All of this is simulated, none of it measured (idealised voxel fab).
The process module presented herein is designated voxel tone inversion.
This is section cut - it's 165 nm across, gridded in 5 nm square cells.
Notation: cross-section as square-cell grid; stated in bands, top first, going down; one or more cell rows per band. Basically the band line says how high the top is and how high the bottom is, in nm, and then what's in it from left to right, every material with its width in nm. Empty space shows up as "empty", and if a single material carries "all across" it runs the full band edge to edge. Basically, 0 is our baseline, since under it the wafer straight out of the box is all one material. The bottom band has no lower end and keeps on going down, so it looks like "z 0 and below". The width entry "30->40" should be interpreted row by row: the top row of cells in the band takes the first number, the bottom row takes the second number, and the change between adjacent rows is uniform throughout. For the purposes of this document, the phrase "same as before" attached to a step denotes that no cell within the cross-section was modified by that step. "Trapped cavities" contains a list of empty spaces, each no smaller than 8 cells and without an open way to the top, written in the form width x height at distance with the distance from the left edge and all three in nm. Heads up: the bit after the settings on a step's line is the simulator's remark on that step. Among the settings permitted on a step's line is "overlay nm"; applied to a step with a mask, it specifies the extent to which the mask lay to the right of its planned position, whereas a negative figure signifies a position to the left.
[The following list gives the planned process steps]
1,RECEIVE,material Si
2,CONFORMAL_DEP,material SiCN,thk nm 10
3,DIRECTIONAL_DEP,material aC,thk nm 15
4,PATTERN,tone cover,mask id POSTS,material resist,width nm 15,pitch nm 40,thk nm 25,overlay nm 0
5,DIRECTIONAL_ETCH,etch materials aC,depth nm 15
6,STRIP,etch materials resist
7,FILL_DEP,material lowk,thk nm 10
8,CMP,height nm 25
9,STRIP,etch materials aC
[Incoming wafer, cross-sectional view, post step 1]
> z 0 and below  Si all across
> Trapped cavities: none
[Look at the cross-section after the module: the wafer started out the way shown above and the plan was the one shown above, yet one mistake was made along the way]
> z 25 to 10  55 of lowk  20 of empty  20 of lowk  20 of empty  50 of lowk
> z 10 to 0  SiCN all across
> z 0 and below  Si all across
> Trapped cavities: none
Short version of what went wrong: in deviation from the planned setting, step 4 was conducted as PATTERN,tone cover,mask id POSTS,material resist,width nm 20,pitch nm 40,thk nm 25,overlay nm 0
